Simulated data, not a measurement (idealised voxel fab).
Presented below is a process module, voxel self aligned contacts.
It is cross-section cut that appears here, measuring 160 nm in width, its square cells being 5 nm in size.
Cross-section format: a grid of square cells, given as bands from top to bottom; each band is one or more rows of cells.
Look at the band entry: it leads with the top's height and the bottom's height in nm. Then it lists the materials left to right, with a width in nm for each. The word "all across" on a single material says that material fills the band edge to edge. The word "empty" is empty space.
Beneath 0, the wafer as received is one material, and that level is where height counting begins. The lowest band goes on downward without a bottom; it is written like "0 and below".
When a width is written as two numbers, as in "30..40", the first number is the width in the top row of cells of the band and the second is the width in its bottom row, and the width changes by the same amount from each row to the next.
It should be understood that the words "stayed the same", when stated for a given step, signify that the cross-section underwent no change in any of its cells during that step.
Reported under the label "Fully enclosed voids" are the empty spaces having no open way to the top and comprising 8 cells or more; the notation for each is width x height at distance, in which the distance is measured from the left edge and all three values are in nm.
Step line, after settings: the simulator's comment on this step.
"overlay nm" on a masked step: distance the mask lay right of its planned place, negative for left.

## Below is the list of planned process steps
step 1: RECEIVE (material Si)
step 2: CONFORMAL_DEP (material SiO2; thk nm 5)
step 3: DIRECTIONAL_DEP (material polySi; thk nm 20)
step 4: DIRECTIONAL_DEP (material SiN; thk nm 15)
step 5: DIRECTIONAL_DEP (material aC; thk nm 15)
step 6: PATTERN (tone cover; mask id GATE; material resist; width nm 30; pitch nm 65; thk nm 30; overlay nm 0)
step 7: DIRECTIONAL_ETCH (etch materials aC; depth nm 15)
step 8: STRIP (etch materials resist)
step 9: DIRECTIONAL_ETCH (etch materials SiN; depth nm 15)
step 10: DIRECTIONAL_ETCH (etch materials polySi; depth nm 20)
step 11: STRIP (etch materials aC)
step 12: CONFORMAL_DEP (material SiN; thk nm 5)
step 13: DIRECTIONAL_ETCH (etch materials SiN; depth nm 5)
step 14: FILL_DEP (material SiO2; thk nm 15)
step 15: CMP (height nm 45)
step 16: DIRECTIONAL_DEP (material aC; thk nm 15)
step 17: PATTERN (tone open; mask id CONTACT; material resist; width nm 45; thk nm 30; overlay nm 0)
step 18: DIRECTIONAL_ETCH (etch materials aC; depth nm 15)
step 19: STRIP (etch materials resist)
step 20: DIRECTIONAL_ETCH (etch materials SiO2; depth nm 45)
step 21: STRIP (etch materials aC)
step 22: CONFORMAL_DEP (material TiN; thk nm 5)
step 23: FILL_DEP (material W; thk nm 10)
step 24: CMP (height nm 45)
step 25: CONFORMAL_DEP (material SiCN; thk nm 5)

## On the first of the two wafers: run conducted according to plan

## Cross-section of the wafer as it came to us, i.e., already through step 1
	0 and below | Si all across
	Fully enclosed voids: none

## Wafer section view after processing step 2
	5 down to 0 | SiO2 all across
	Under the height 0 nothing was changed.

## Wafer section view after processing step 3
	25 down to 5 | polySi all across
	Under the height 5 nothing was changed.

## Wafer section view after processing step 4
	40 down to 25 | SiN all across
	Under the height 25 nothing was changed.

## Wafer section view after processing step 5
	55 down to 40 | aC all across
	Under the height 40 nothing was changed.

## Wafer section view after processing step 6
	85 down to 55 | empty=30, then resist=30, then empty=35, then resist=30, then empty=35
	Under the height 55 nothing was changed.

## Wafer section view after processing step 7
	70 down to 55 | empty=30, then resist=30, then empty=35, then resist=30, then empty=35
	55 down to 40 | empty=30, then aC=30, then empty=35, then aC=30, then empty=35
	Under the height 40 nothing was changed.

## Wafer section view after processing step 8
	55 down to 40 | empty=30, then aC=30, then empty=35, then aC=30, then empty=35
	Under the height 40 nothing was changed.

## Wafer section view after processing step 9
	55 down to 40 | empty=30, then aC=30, then empty=35, then aC=30, then empty=35
	40 down to 25 | empty=30, then SiN=30, then empty=35, then SiN=30, then empty=35
	Under the height 25 nothing was changed.

## Wafer section view after processing step 10
	55 down to 40 | empty=30, then aC=30, then empty=35, then aC=30, then empty=35
	40 down to 25 | empty=30, then SiN=30, then empty=35, then SiN=30, then empty=35
	25 down to 5 | empty=30, then polySi=30, then empty=35, then polySi=30, then empty=35
	Under the height 5 nothing was changed.

## Wafer section view after processing step 11
	40 down to 25 | empty=30, then SiN=30, then empty=35, then SiN=30, then empty=35
	Under the height 25 nothing was changed.

## Wafer section view after processing step 12
	45 down to 25 | empty=25, then SiN=40, then empty=25, then SiN=40, then empty=30
	25 down to 10 | empty=25, then SiN=5, then polySi=30, then SiN=5, then empty=25, then SiN=5, then polySi=30, then SiN=5, then empty=30
	10 down to 5 | SiN=30, then polySi=30, then SiN=35, then polySi=30, then SiN=35
	Under the height 5 nothing was changed.

## Wafer section view after processing step 13
	40 down to 25 | empty=25, then SiN=40, then empty=25, then SiN=40, then empty=30
	25 down to 5 | empty=25, then SiN=5, then polySi=30, then SiN=5, then empty=25, then SiN=5, then polySi=30, then SiN=5, then empty=30
	Under the height 5 nothing was changed.

## Wafer section view after processing step 14
	55 down to 40 | SiO2 all across
	40 down to 25 | SiO2=25, then SiN=40, then SiO2=25, then SiN=40, then SiO2=30
	25 down to 5 | SiO2=25, then SiN=5, then polySi=30, then SiN=5, then SiO2=25, then SiN=5, then polySi=30, then SiN=5, then SiO2=30
	Under the height 5 nothing was changed.

## Wafer section view after processing step 15
	45 down to 40 | SiO2 all across
	Under the height 40 nothing was changed.

## Wafer section view after processing step 16
	60 down to 45 | aC all across
	Under the height 45 nothing was changed.

## Wafer section view after processing step 17
	90 down to 60 | resist=55, then empty=45, then resist=60
	Under the height 60 nothing was changed.

## Wafer section view after processing step 18
	75 down to 60 | resist=55, then empty=45, then resist=60
	60 down to 45 | aC=55, then empty=45, then aC=60
	Under the height 45 nothing was changed.

## Wafer section view after processing step 19
	60 down to 45 | aC=55, then empty=45, then aC=60
	Under the height 45 nothing was changed.

## Wafer section view after processing step 20
	60 down to 45 | aC=55, then empty=45, then aC=60
	45 down to 40 | SiO2=55, then empty=45, then SiO2=60
	40 down to 25 | SiO2=25, then SiN=40, then empty=25, then SiN=40, then SiO2=30
	25 down to 5 | SiO2=25, then SiN=5, then polySi=30, then SiN=5, then empty=25, then SiN=5, then polySi=30, then SiN=5, then SiO2=30
	5 down to 0 | SiO2=65, then empty=25, then SiO2=70
	Under the height 0 nothing was changed.

## Wafer section view after processing step 21
	45 down to 40 | SiO2=55, then empty=45, then SiO2=60
	Under the height 40 nothing was changed.

## Wafer section view after processing step 22
	50 down to 45 | TiN=60, then empty=35, then TiN=65
	45 down to 40 | SiO2=55, then TiN=15, then empty=15, then TiN=15, then SiO2=60
	40 down to 25 | SiO2=25, then SiN=40, then TiN=5, then empty=15, then TiN=5, then SiN=40, then SiO2=30
	25 down to 5 | SiO2=25, then SiN=5, then polySi=30, then SiN=5, then TiN=5, then empty=15, then TiN=5, then SiN=5, then polySi=30, then SiN=5, then SiO2=30
	5 down to 0 | SiO2=65, then TiN=25, then SiO2=70
	Under the height 0 nothing was changed.

## Wafer section view after processing step 23
	60 down to 50 | W all across
	50 down to 45 | TiN=60, then W=35, then TiN=65
	45 down to 40 | SiO2=55, then TiN=15, then W=15, then TiN=15, then SiO2=60
	40 down to 25 | SiO2=25, then SiN=40, then TiN=5, then W=15, then TiN=5, then SiN=40, then SiO2=30
	25 down to 5 | SiO2=25, then SiN=5, then polySi=30, then SiN=5, then TiN=5, then W=15, then TiN=5, then SiN=5, then polySi=30, then SiN=5, then SiO2=30
	Under the height 5 nothing was changed.

## Wafer section view after processing step 24
	45 down to 40 | SiO2=55, then TiN=15, then W=15, then TiN=15, then SiO2=60
	Under the height 40 nothing was changed.

## Wafer section view after processing step 25
	50 down to 45 | SiCN all across
	Under the height 45 nothing was changed.

## What follows concerns the second wafer, which started out like the first and was meant to follow the very same plan; one mistake crept in when it was run, but everything up to and including step 16 is the same as for the first wafer

## Second wafer cross-section, taken as of the time the plan sets for step 17 to be done
	90 down to 60 | resist=60, then empty=35, then resist=65
	Under the height 60 nothing was changed.

## Second wafer cross-section, taken as of the time the plan sets for step 18 to be done
	75 down to 60 | resist=60, then empty=35, then resist=65
	60 down to 45 | aC=60, then empty=35, then aC=65
	Under the height 45 nothing was changed.

## Second wafer cross-section, taken as of the time the plan sets for step 19 to be done
	60 down to 45 | aC=60, then empty=35, then aC=65
	Under the height 45 nothing was changed.

## Second wafer cross-section, taken as of the time the plan sets for step 20 to be done
	60 down to 45 | aC=60, then empty=35, then aC=65
	45 down to 40 | SiO2=60, then empty=35, then SiO2=65
	40 down to 25 | SiO2=25, then SiN=40, then empty=25, then SiN=40, then SiO2=30
	25 down to 5 | SiO2=25, then SiN=5, then polySi=30, then SiN=5, then empty=25, then SiN=5, then polySi=30, then SiN=5, then SiO2=30
	5 down to 0 | SiO2=65, then empty=25, then SiO2=70
	Under the height 0 nothing was changed.

## Second wafer cross-section, taken as of the time the plan sets for step 21 to be done
	45 down to 40 | SiO2=60, then empty=35, then SiO2=65
	Under the height 40 nothing was changed.

## Second wafer cross-section, taken as of the time the plan sets for step 22 to be done
	50 down to 45 | TiN=65, then empty=25, then TiN=70
	45 down to 40 | SiO2=60, then TiN=10, then empty=15, then TiN=10, then SiO2=65
	40 down to 25 | SiO2=25, then SiN=40, then TiN=5, then empty=15, then TiN=5, then SiN=40, then SiO2=30
	25 down to 5 | SiO2=25, then SiN=5, then polySi=30, then SiN=5, then TiN=5, then empty=15, then TiN=5, then SiN=5, then polySi=30, then SiN=5, then SiO2=30
	5 down to 0 | SiO2=65, then TiN=25, then SiO2=70
	Under the height 0 nothing was changed.

## Second wafer cross-section, taken as of the time the plan sets for step 23 to be done
	60 down to 50 | W all across
	50 down to 45 | TiN=65, then W=25, then TiN=70
	45 down to 40 | SiO2=60, then TiN=10, then W=15, then TiN=10, then SiO2=65
	40 down to 25 | SiO2=25, then SiN=40, then TiN=5, then W=15, then TiN=5, then SiN=40, then SiO2=30
	25 down to 5 | SiO2=25, then SiN=5, then polySi=30, then SiN=5, then TiN=5, then W=15, then TiN=5, then SiN=5, then polySi=30, then SiN=5, then SiO2=30
	Under the height 5 nothing was changed.

## Second wafer cross-section, taken as of the time the plan sets for step 24 to be done
	45 down to 40 | SiO2=60, then TiN=10, then W=15, then TiN=10, then SiO2=65
	Under the height 40 nothing was changed.

## Second wafer cross-section, taken as of the time the plan sets for step 25 to be done
	50 down to 45 | SiCN all across
	Under the height 45 nothing was changed.
Against the plan, the run slipped here: step 17: run off-plan, actual operation and settings PATTERN (tone open; mask id CONTACT; material resist; width nm 35; thk nm 30; overlay nm 0)
Upon completion, the second wafer contains, in terms of cells, a greater or smaller amount of certain materials than the first wafer: +2 SiO2; -2 TiN
